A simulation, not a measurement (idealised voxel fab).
process module | voxel transistor to metal
cross-section cut | 180 nm wide | cells 5 nm
A cross-section is a grid of square cells, given in bands from the top down. A band is one or more rows of cells.
Each band's line starts with the height of the band's top and of its bottom, in nm. Then come its materials from left to right, each with its width in nm. One material with "throughout" fills the band from edge to edge. "air" is empty space.
Height 0 is the level under which the wafer as received is all one material. The lowest band goes on downwards, as in "0 down".
A width such as "30 to 40" changes by the same amount from each row of cells to the next, from the band's top row to its bottom row.
"no change" after a step means that no cell of the cross-section changed.
closed voids: empty space of 8 cells or more with no open way to the top, each as width x height at its distance from the left edge, in nm
after a step's settings: what the simulator itself notes on the step
overlay nm, on a step with a mask: how far to the right of its planned place the mask lay; to the left if negative
plan
1 op RECEIVE | material Si
2 op CONFORMAL_DEP | material SiO2 | thk nm 5
3 op CONFORMAL_DEP | material SiN | thk nm 15
4 op MASKED_ETCH | tone cover | mask id ACTIVE | width nm 100 | etch materials SiN | depth nm 15 | overlay nm 0
5 op MASKED_ETCH | tone cover | mask id ACTIVE | width nm 100 | etch materials SiO2 | depth nm 5 | overlay nm 0
6 op MASKED_ETCH | tone cover | mask id ACTIVE | width nm 100 | etch materials Si | depth nm 20 | overlay nm 0
7 op OXIDIZE | depth nm 5
8 op FILL_DEP | material SiO2 | thk nm 10
9 op CMP | height nm 20
10 op SELECTIVE_ETCH | etch materials SiO2 | depth nm 10
11 op STRIP | etch materials SiN
12 op SELECTIVE_ETCH | etch materials SiO2 | depth nm 5
13 op OXIDIZE | depth nm 5
14 op DIRECTIONAL_DEP | material polySi | thk nm 25
15 op DIRECTIONAL_DEP | material SiCN | thk nm 10
16 op DIRECTIONAL_DEP | material aC | thk nm 10
17 op PATTERN | tone cover | mask id GATE | material resist | width nm 20 | thk nm 30 | overlay nm 0
18 op DIRECTIONAL_ETCH | etch materials aC | depth nm 10
19 op STRIP | etch materials resist
20 op DIRECTIONAL_ETCH | etch materials SiCN | depth nm 20
21 op DIRECTIONAL_ETCH | etch materials polySi | depth nm 35
22 op STRIP | etch materials aC
23 op CONFORMAL_DEP | material SiN | thk nm 10
24 op DIRECTIONAL_ETCH | etch materials SiN | depth nm 10
25 op DIRECTIONAL_ETCH | etch materials SiO2 | depth nm 5
26 op DIRECTIONAL_ETCH | etch materials Si | depth nm 10
27 op EPI | material nSi | thk nm 10
28 op FILL_DEP | material SiO2 | thk nm 5
29 op CMP | height nm 35
30 op DIRECTIONAL_DEP | material SiO2 | thk nm 15
31 op MASKED_ETCH | tone open | mask id CONTACT | width nm 20 | pitch nm 70 | etch materials SiO2 | depth nm 55 | overlay nm 0
32 op CONFORMAL_DEP | material TiN | thk nm 5
33 op FILL_DEP | material W | thk nm 5
34 op CMP | height nm 50
35 op DIRECTIONAL_DEP | material TiN | thk nm 5
36 op DIRECTIONAL_DEP | material Ru | thk nm 20
37 op MASKED_ETCH | tone cover | mask id METAL_1 | width nm 20 | pitch nm 70 | etch materials Ru | depth nm 20 | overlay nm 0
38 op MASKED_ETCH | tone cover | mask id METAL_1 | width nm 20 | pitch nm 70 | etch materials TiN | depth nm 5 | overlay nm 0
39 op FILL_DEP | material lowk | thk nm 10
40 op CMP | height nm 75
41 op CONFORMAL_DEP | material SiCN | thk nm 5
42 op DIRECTIONAL_DEP | material lowk | thk nm 30
43 op DIRECTIONAL_DEP | material aC | thk nm 10
44 op PATTERN | tone open | mask id METAL_2_HOLES | material resist | width nm 15 | pitch nm 70 | thk nm 30 | overlay nm 0
45 op DIRECTIONAL_ETCH | etch materials aC | depth nm 10
46 op STRIP | etch materials resist
47 op DIRECTIONAL_ETCH | etch materials lowk | depth nm 30
48 op STRIP | etch materials aC
49 op PATTERN | tone open | mask id METAL_2 | material resist | width nm 20 | pitch nm 70 | thk nm 20 | overlay nm 0
50 op DIRECTIONAL_ETCH | etch materials lowk | depth nm 15
51 op DIRECTIONAL_ETCH | etch materials SiCN | depth nm 5
52 op STRIP | etch materials resist
53 op CONFORMAL_DEP | material TiN | thk nm 5
54 op FILL_DEP | material Ru | thk nm 5
55 op CMP | height nm 110
56 op CONFORMAL_DEP | material SiN | thk nm 5
as received, after step 1
  0 down: Si throughout
  closed voids: none
first wafer at the end, as planned
  115 to 110: SiN throughout
  110 to 100: lowk 45 | TiN 5 | Ru 10 | TiN 5 | lowk 50 | TiN 5 | Ru 10 | TiN 5 | lowk 45
  100 to 95: lowk 45 | TiN 5 | Ru 5 | TiN 10 | lowk 50 | TiN 5 | Ru 5 | TiN 10 | lowk 45
  95 to 80: lowk 45 | TiN 5 | Ru 5 | TiN 5 | lowk 55 | TiN 5 | Ru 5 | TiN 5 | lowk 50
  80 to 75: SiCN 45 | TiN 15 | SiCN 55 | TiN 15 | SiCN 50
  75 to 55: lowk 45 | Ru 20 | lowk 50 | Ru 20 | lowk 45
  55 to 50: lowk 45 | TiN 20 | lowk 50 | TiN 20 | lowk 45
  50 to 35: SiO2 45 | TiN 5 | W 10 | TiN 5 | SiO2 50 | TiN 5 | W 10 | TiN 5 | SiO2 45
  35 to 25: SiO2 45 | TiN 5 | W 10 | TiN 5 | SiO2 5 | SiN 10 | SiCN 20 | SiN 10 | SiO2 5 | TiN 5 | W 10 | TiN 5 | SiO2 45
  25 to 10: SiO2 45 | TiN 5 | W 10 | TiN 5 | SiO2 5 | SiN 10 | polySi 20 | SiN 10 | SiO2 5 | TiN 5 | W 10 | TiN 5 | SiO2 45
  10 to 5: SiO2 45 | TiN 5 | W 5 | TiN 10 | SiO2 5 | SiN 10 | polySi 20 | SiN 10 | SiO2 5 | TiN 10 | W 5 | TiN 5 | SiO2 45
  5 to 0: SiO2 35 | SiN 10 | TiN 5 | W 5 | TiN 5 | nSi 10 | SiN 10 | polySi 20 | SiN 10 | nSi 10 | TiN 5 | W 5 | TiN 5 | SiN 10 | SiO2 35
  0 to -5: SiO2 45 | TiN 15 | nSi 10 | SiO2 40 | nSi 10 | TiN 15 | SiO2 45
  -5 to -15: SiO2 45 | nSi 25 | Si 40 | nSi 25 | SiO2 45
  -15 to -25: SiO2 45 | Si 90 | SiO2 45
  -25 down: Si throughout
  closed voids: none
second wafer at the end: like start, like plan, one mistake
  115 to 110: SiN throughout
  110 to 100: lowk 45 | TiN 5 | Ru 10 | TiN 5 | lowk 50 | TiN 5 | Ru 10 | TiN 5 | lowk 45
  100 to 95: lowk 45 | TiN 5 | Ru 5 | TiN 10 | lowk 50 | TiN 5 | Ru 5 | TiN 10 | lowk 45
  95 to 80: lowk 45 | TiN 5 | Ru 5 | TiN 5 | lowk 55 | TiN 5 | Ru 5 | TiN 5 | lowk 50
  80 to 75: SiCN 45 | TiN 15 | SiCN 55 | TiN 15 | SiCN 50
  75 to 55: Ru 45 | lowk 20 | Ru 50 | lowk 20 | Ru 45
  55 to 50: TiN throughout
  50 to 35: SiO2 45 | TiN 5 | W 10 | TiN 5 | SiO2 50 | TiN 5 | W 10 | TiN 5 | SiO2 45
  35 to 25: SiO2 45 | TiN 5 | W 10 | TiN 5 | SiO2 5 | SiN 10 | SiCN 20 | SiN 10 | SiO2 5 | TiN 5 | W 10 | TiN 5 | SiO2 45
  25 to 10: SiO2 45 | TiN 5 | W 10 | TiN 5 | SiO2 5 | SiN 10 | polySi 20 | SiN 10 | SiO2 5 | TiN 5 | W 10 | TiN 5 | SiO2 45
  10 to 5: SiO2 45 | TiN 5 | W 5 | TiN 10 | SiO2 5 | SiN 10 | polySi 20 | SiN 10 | SiO2 5 | TiN 10 | W 5 | TiN 5 | SiO2 45
  5 to 0: SiO2 35 | SiN 10 | TiN 5 | W 5 | TiN 5 | nSi 10 | SiN 10 | polySi 20 | SiN 10 | nSi 10 | TiN 5 | W 5 | TiN 5 | SiN 10 | SiO2 35
  0 to -5: SiO2 45 | TiN 15 | nSi 10 | SiO2 40 | nSi 10 | TiN 15 | SiO2 45
  -5 to -15: SiO2 45 | nSi 25 | Si 40 | nSi 25 | SiO2 45
  -15 to -25: SiO2 45 | Si 90 | SiO2 45
  -25 down: Si throughout
  closed voids: none
what went wrong: step 37 ran as: op MASKED_ETCH | tone open | mask id METAL_1 | width nm 20 | pitch nm 70 | etch materials Ru | depth nm 20 | overlay nm 0
at the end the second wafer has, in cells: 80 more of Ru | 28 more of TiN | 108 fewer of lowk
